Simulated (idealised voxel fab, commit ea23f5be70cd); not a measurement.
Documented hereafter: the process module known as voxel wiring stack.
Xsec cut, 215 nm wide, square cell size 5 nm.
Cross-sections here: square-cell grids, written as top-down lists of bands, a band being one or more rows of cells. The entry gives the band's vertical extent as a top height and a bottom height in nm, then its horizontal make-up as materials from left to right, each with a width in nm. "empty" stands for empty space; a single material marked "full width" fills the band edge to edge. Note: height 0 marks the level under which the wafer is uniformly one material as received. Lowest band unbounded below, written "from 0 down". A width such as "30..40" changes by the same amount from each row of cells to the next, from the band's top row to its bottom row. A step reported as "no alterations made" is a step in which no cell of the cross-section changed. "Completely enclosed voids" lists enclosed empty spaces (at least 8 cells, no open path upward to the top), each as width x height at distance from the left edge, in nm. Step line, after settings: the simulator's comment on this step. Each step line may optionally specify "overlay nm", which for a step with a mask gives the rightward distance between the mask's planned place and where it lay, a negative value indicating the leftward direction.

[Planned process steps]
- 1: op RECEIVE | material Si
- 2: op CONFORMAL_DEP | material SiO2 | thk nm 15
- 3: op DIRECTIONAL_DEP | material TiN | thk nm 5
- 4: op DIRECTIONAL_DEP | material Ru | thk nm 25
- 5: op PATTERN | tone cover | mask id METAL_1 | material resist | width nm 25 | pitch nm 45 | thk nm 20 | overlay nm 0
- 6: op DIRECTIONAL_ETCH | etch materials Ru | depth nm 25
- 7: op DIRECTIONAL_ETCH | etch materials TiN | depth nm 5
- 8: op STRIP | etch materials resist
- 9: op FILL_DEP | material lowk | thk nm 5
- 10: op CMP | height nm 45
- 11: op CONFORMAL_DEP | material SiCN | thk nm 5
- 12: op DIRECTIONAL_DEP | material lowk | thk nm 20
- 13: op PATTERN | tone open | mask id PLUG_1 | material resist | width nm 15 | pitch nm 45 | thk nm 20 | overlay nm 0
- 14: op DIRECTIONAL_ETCH | etch materials lowk | depth nm 20
- 15: op DIRECTIONAL_ETCH | etch materials SiCN | depth nm 5
- 16: op STRIP | etch materials resist
- 17: op EPI | material Ru | thk nm 10
- 18: op EPI | material Ru | thk nm 10
- 19: op EPI | material Ru | thk nm 5
- 20: op DIRECTIONAL_DEP | material TiN | thk nm 5
- 21: op DIRECTIONAL_DEP | material W | thk nm 15
- 22: op PATTERN | tone cover | mask id METAL_2 | material resist | width nm 25 | pitch nm 45 | thk nm 15 | overlay nm 0
- 23: op DIRECTIONAL_ETCH | etch materials W | depth nm 15
- 24: op DIRECTIONAL_ETCH | etch materials TiN | depth nm 5
- 25: op STRIP | etch materials resist
- 26: op CONFORMAL_DEP | material SiN | thk nm 5
- 27: op FILL_DEP | material SiO2 | thk nm 5
- 28: op CMP | height nm 90
- 29: op CONFORMAL_DEP | material SiN | thk nm 5

[Of two wafers, the first: run according to plan]

[Delivered wafer in cross-section: state after step 1]
  from 0 down = Si full width
  Completely enclosed voids: none

[Step 2 complete: cross-section through the wafer]
  from 15 to 0 = SiO2 full width
  At heights below 0, the structure remains unaltered.

[Step 3 complete: cross-section through the wafer]
  from 20 to 15 = TiN full width
  At heights below 15, the structure remains unaltered.

[Step 4 complete: cross-section through the wafer]
  from 45 to 20 = Ru full width
  At heights below 20, the structure remains unaltered.

[Step 5 complete: cross-section through the wafer]
  from 65 to 45 = empty=50  resist=25  empty=20  resist=25  empty=20  resist=25  empty=50
  At heights below 45, the structure remains unaltered.

[Step 6 complete: cross-section through the wafer]
  from 65 to 45 = empty=50  resist=25  empty=20  resist=25  empty=20  resist=25  empty=50
  from 45 to 20 = empty=50  Ru=25  empty=20  Ru=25  empty=20  Ru=25  empty=50
  At heights below 20, the structure remains unaltered.

[Step 7 complete: cross-section through the wafer]
  from 65 to 45 = empty=50  resist=25  empty=20  resist=25  empty=20  resist=25  empty=50
  from 45 to 20 = empty=50  Ru=25  empty=20  Ru=25  empty=20  Ru=25  empty=50
  from 20 to 15 = empty=50  TiN=25  empty=20  TiN=25  empty=20  TiN=25  empty=50
  At heights below 15, the structure remains unaltered.

[Step 8 complete: cross-section through the wafer]
  from 45 to 20 = empty=50  Ru=25  empty=20  Ru=25  empty=20  Ru=25  empty=50
  At heights below 20, the structure remains unaltered.

[Step 9 complete: cross-section through the wafer]
  from 50 to 45 = lowk full width
  from 45 to 20 = lowk=50  Ru=25  lowk=20  Ru=25  lowk=20  Ru=25  lowk=50
  from 20 to 15 = lowk=50  TiN=25  lowk=20  TiN=25  lowk=20  TiN=25  lowk=50
  At heights below 15, the structure remains unaltered.

[Step 10 complete: cross-section through the wafer]
  from 45 to 20 = lowk=50  Ru=25  lowk=20  Ru=25  lowk=20  Ru=25  lowk=50
  At heights below 20, the structure remains unaltered.

[Step 11 complete: cross-section through the wafer]
  from 50 to 45 = SiCN full width
  At heights below 45, the structure remains unaltered.

[Step 12 complete: cross-section through the wafer]
  from 70 to 50 = lowk full width
  At heights below 50, the structure remains unaltered.

[Step 13 complete: cross-section through the wafer]
  from 90 to 70 = resist=50  empty=15  resist=30  empty=15  resist=30  empty=15  resist=60
  At heights below 70, the structure remains unaltered.

[Step 14 complete: cross-section through the wafer]
  from 90 to 70 = resist=50  empty=15  resist=30  empty=15  resist=30  empty=15  resist=60
  from 70 to 50 = lowk=50  empty=15  lowk=30  empty=15  lowk=30  empty=15  lowk=60
  At heights below 50, the structure remains unaltered.

[Step 15 complete: cross-section through the wafer]
  from 90 to 70 = resist=50  empty=15  resist=30  empty=15  resist=30  empty=15  resist=60
  from 70 to 50 = lowk=50  empty=15  lowk=30  empty=15  lowk=30  empty=15  lowk=60
  from 50 to 45 = SiCN=50  empty=15  SiCN=30  empty=15  SiCN=30  empty=15  SiCN=60
  At heights below 45, the structure remains unaltered.

[Step 16 complete: cross-section through the wafer]
  from 70 to 50 = lowk=50  empty=15  lowk=30  empty=15  lowk=30  empty=15  lowk=60
  At heights below 50, the structure remains unaltered.

[Step 17 complete: cross-section through the wafer]
  from 70 to 55 = lowk=50  empty=15  lowk=30  empty=15  lowk=30  empty=15  lowk=60
  from 55 to 50 = lowk=50  Ru=15  lowk=30  Ru=15  lowk=30  Ru=15  lowk=60
  from 50 to 45 = SiCN=50  Ru=15  SiCN=30  Ru=15  SiCN=30  Ru=15  SiCN=60
  At heights below 45, the structure remains unaltered.

[Step 18 complete: cross-section through the wafer]
  from 70 to 65 = lowk=50  empty=15  lowk=30  empty=15  lowk=30  empty=15  lowk=60
  from 65 to 50 = lowk=50  Ru=15  lowk=30  Ru=15  lowk=30  Ru=15  lowk=60
  At heights below 50, the structure remains unaltered.

[Step 19 complete: cross-section through the wafer]
  from 70 to 50 = lowk=50  Ru=15  lowk=30  Ru=15  lowk=30  Ru=15  lowk=60
  At heights below 50, the structure remains unaltered.

[Step 20 complete: cross-section through the wafer]
  from 75 to 70 = TiN full width
  At heights below 70, the structure remains unaltered.

[Step 21 complete: cross-section through the wafer]
  from 90 to 75 = W full width
  At heights below 75, the structure remains unaltered.

[Step 22 complete: cross-section through the wafer]
  from 105 to 90 = empty=50  resist=25  empty=20  resist=25  empty=20  resist=25  empty=50
  At heights below 90, the structure remains unaltered.

[Step 23 complete: cross-section through the wafer]
  from 105 to 90 = empty=50  resist=25  empty=20  resist=25  empty=20  resist=25  empty=50
  from 90 to 75 = empty=50  W=25  empty=20  W=25  empty=20  W=25  empty=50
  At heights below 75, the structure remains unaltered.

[Step 24 complete: cross-section through the wafer]
  from 105 to 90 = empty=50  resist=25  empty=20  resist=25  empty=20  resist=25  empty=50
  from 90 to 75 = empty=50  W=25  empty=20  W=25  empty=20  W=25  empty=50
  from 75 to 70 = empty=50  TiN=25  empty=20  TiN=25  empty=20  TiN=25  empty=50
  At heights below 70, the structure remains unaltered.

[Step 25 complete: cross-section through the wafer]
  from 90 to 75 = empty=50  W=25  empty=20  W=25  empty=20  W=25  empty=50
  At heights below 75, the structure remains unaltered.

[Step 26 complete: cross-section through the wafer]
  from 95 to 90 = empty=45  SiN=35  empty=10  SiN=35  empty=10  SiN=35  empty=45
  from 90 to 75 = empty=45  SiN=5  W=25  SiN=5  empty=10  SiN=5  W=25  SiN=5  empty=10  SiN=5  W=25  SiN=5  empty=45
  from 75 to 70 = SiN=50  TiN=25  SiN=20  TiN=25  SiN=20  TiN=25  SiN=50
  At heights below 70, the structure remains unaltered.

[Step 27 complete: cross-section through the wafer]
  from 100 to 95 = SiO2 full width
  from 95 to 90 = SiO2=45  SiN=35  SiO2=10  SiN=35  SiO2=10  SiN=35  SiO2=45
  from 90 to 75 = SiO2=45  SiN=5  W=25  SiN=5  SiO2=10  SiN=5  W=25  SiN=5  SiO2=10  SiN=5  W=25  SiN=5  SiO2=45
  At heights below 75, the structure remains unaltered.

[Step 28 complete: cross-section through the wafer]
  from 90 to 75 = SiO2=45  SiN=5  W=25  SiN=5  SiO2=10  SiN=5  W=25  SiN=5  SiO2=10  SiN=5  W=25  SiN=5  SiO2=45
  At heights below 75, the structure remains unaltered.

[Step 29 complete: cross-section through the wafer]
  from 95 to 90 = SiN full width
  At heights below 90, the structure remains unaltered.

[The second wafer was prepared from the same starting point and under the same plan as the first; its processing contained one mistake, and it remains indistinguishable from the first wafer up to and including step 28]

[Second wafer cross-section, taken as of the time the plan sets for step 29 to be done]
  from 95 to 90 = W full width
  At heights below 90, the structure remains unaltered.
Run error: heads up, step 29 didn't go per plan, it actually ran as op CONFORMAL_DEP | material W | thk nm 5
Wrapping up, a cell-based count of both wafers puts the second over or under the first for these materials: SiN -43, W +43
